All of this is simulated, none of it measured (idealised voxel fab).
Herein follows the process module entitled voxel capacitor over wiring.
The width of the displayed cross-section, cut, is 200 nm; its cells are square, with a size of 5 nm.
How to read a cross-section here: the picture is a grid of square cells, written as bands going from the top down, and any band can span one or more rows of cells.
A band entry consists of two parts. The first gives the height of the band's top and the height of its bottom, in nm. The rest lists the band's materials from left to right, each with its width in nm. A single material labelled with the word "all across" fills the band from edge to edge, and the word "air" marks empty space.
Height datum 0, below which the as-received substrate wafer is one material. Lowest band open at the bottom, running downward: "0 down".
Graded width ("30..40"): value in top row of band = first number; value in bottom row = second number; row-to-row change constant.
Take "remained the same" at face value: in the step it is given for, the cross-section changed in none of its cells.
The entry "Closed void inventory" lists the empty spaces that cover at least 8 cells and have no open path to the top. Each is written as width x height at distance, where the distance is measured from the left edge and all three values are in nm.
Formally, on a step line, whatever follows the settings is a remark that the simulator itself makes on the step.
"overlay nm" denotes, for a step that has a mask, the displacement of the mask to the right of its planned place, with negative values corresponding to the left.

**Here's what the planned process steps look like**
1) op RECEIVE | material Si
2) op CONFORMAL_DEP | material SiO2 | thk nm 15
3) op DIRECTIONAL_DEP | material TiN | thk nm 5
4) op DIRECTIONAL_DEP | material W | thk nm 25
5) op MASKED_ETCH | tone cover | mask id METAL_1 | width nm 20 | pitch nm 90 | etch materials W | depth nm 25 | overlay nm 0
6) op MASKED_ETCH | tone cover | mask id METAL_1 | width nm 20 | pitch nm 90 | etch materials TiN | depth nm 5 | overlay nm 0
7) op FILL_DEP | material SiO2 | thk nm 10
8) op CMP | height nm 45
9) op CONFORMAL_DEP | material SiCN | thk nm 5
10) op DIRECTIONAL_DEP | material SiO2 | thk nm 20
11) op DIRECTIONAL_DEP | material aC | thk nm 10
12) op PATTERN | tone open | mask id PLUG_1 | material resist | width nm 15 | thk nm 25 | overlay nm 0
13) op DIRECTIONAL_ETCH | etch materials aC | depth nm 10
14) op STRIP | etch materials resist
15) op DIRECTIONAL_ETCH | etch materials SiO2 | depth nm 20
16) op DIRECTIONAL_ETCH | etch materials SiCN | depth nm 5
17) op STRIP | etch materials aC
18) op CONFORMAL_DEP | material TiN | thk nm 5
19) op FILL_DEP | material W | thk nm 5
20) op CMP | height nm 70
21) op DIRECTIONAL_DEP | material TiN | thk nm 10
22) op DIRECTIONAL_DEP | material HfO2 | thk nm 5
23) op DIRECTIONAL_DEP | material TiN | thk nm 5
24) op DIRECTIONAL_DEP | material aC | thk nm 15
25) op PATTERN | tone cover | mask id UPPER_PLATE | material resist | width nm 75 | thk nm 30 | overlay nm 0
26) op DIRECTIONAL_ETCH | etch materials aC | depth nm 15
27) op STRIP | etch materials resist
28) op DIRECTIONAL_ETCH | etch materials TiN | depth nm 5
29) op DIRECTIONAL_ETCH | etch materials HfO2 | depth nm 5
30) op STRIP | etch materials aC
31) op PATTERN | tone cover | mask id LOWER_PLATE | material resist | width nm 85 | thk nm 20 | overlay nm 0
32) op DIRECTIONAL_ETCH | etch materials TiN | depth nm 10
33) op STRIP | etch materials resist
34) op FILL_DEP | material SiO2 | thk nm 20
35) op CMP | height nm 105
36) op DIRECTIONAL_DEP | material aC | thk nm 15
37) op PATTERN | tone open | mask id PLUG_2 | material resist | width nm 15 | thk nm 35 | overlay nm 0
38) op DIRECTIONAL_ETCH | etch materials aC | depth nm 15
39) op STRIP | etch materials resist
40) op DIRECTIONAL_ETCH | etch materials SiO2 | depth nm 15
41) op STRIP | etch materials aC
42) op CONFORMAL_DEP | material TiN | thk nm 5
43) op FILL_DEP | material Cu | thk nm 5
44) op CMP | height nm 105
45) op CONFORMAL_DEP | material SiN | thk nm 5

**Wafer as received: cross-section following step 1**
0 down = Si all across
Closed void inventory: none

**The first of two wafers, cross-sectioned at the end of the module, with the run proceeding as planned**
110 to 105 = SiN all across
105 to 95 = 60 of SiO2, 5 of TiN, 5 of Cu, 5 of TiN, 125 of SiO2
95 to 85 = 60..50 of SiO2, 15..75 of TiN, 125..75 of SiO2
85 to 80 = 50 of SiO2, 75 of HfO2, 75 of SiO2
80 to 70 = 45 of SiO2, 85 of TiN, 70 of SiO2
70 to 50 = 50 of SiO2, 5 of TiN, 5 of W, 5 of TiN, 135 of SiO2
50 to 45 = 50 of SiCN, 15 of TiN, 135 of SiCN
45 to 20 = 45 of SiO2, 20 of W, 70 of SiO2, 20 of W, 45 of SiO2
20 to 15 = 45 of SiO2, 20 of TiN, 70 of SiO2, 20 of TiN, 45 of SiO2
15 to 0 = SiO2 all across
0 down = Si all across
Closed void inventory: none

**Cross-section, second wafer: same start as the first, same plan as the first, one mistake in running it; taken at the end of the module**
110 to 105 = SiN all across
105 to 95 = 60 of SiO2, 5 of TiN, 5 of Cu, 5 of TiN, 125 of SiO2
95 to 90 = 60 of SiO2, 15 of TiN, 125 of SiO2
90 to 85 = SiO2 all across
85 to 80 = 50 of SiO2, 75 of HfO2, 75 of SiO2
80 to 70 = 45 of SiO2, 85 of TiN, 70 of SiO2
70 to 50 = 50 of SiO2, 5 of TiN, 5 of W, 5 of TiN, 135 of SiO2
50 to 45 = 50 of SiCN, 15 of TiN, 135 of SiCN
45 to 20 = 45 of SiO2, 20 of W, 70 of SiO2, 20 of W, 45 of SiO2
20 to 15 = 45 of SiO2, 20 of TiN, 70 of SiO2, 20 of TiN, 45 of SiO2
15 to 0 = SiO2 all across
0 down = Si all across
Closed void inventory: none
Against the plan, the run slipped here: step 23 was left out
at the end the second wafer has, in cells: SiO2 +15 | TiN -15
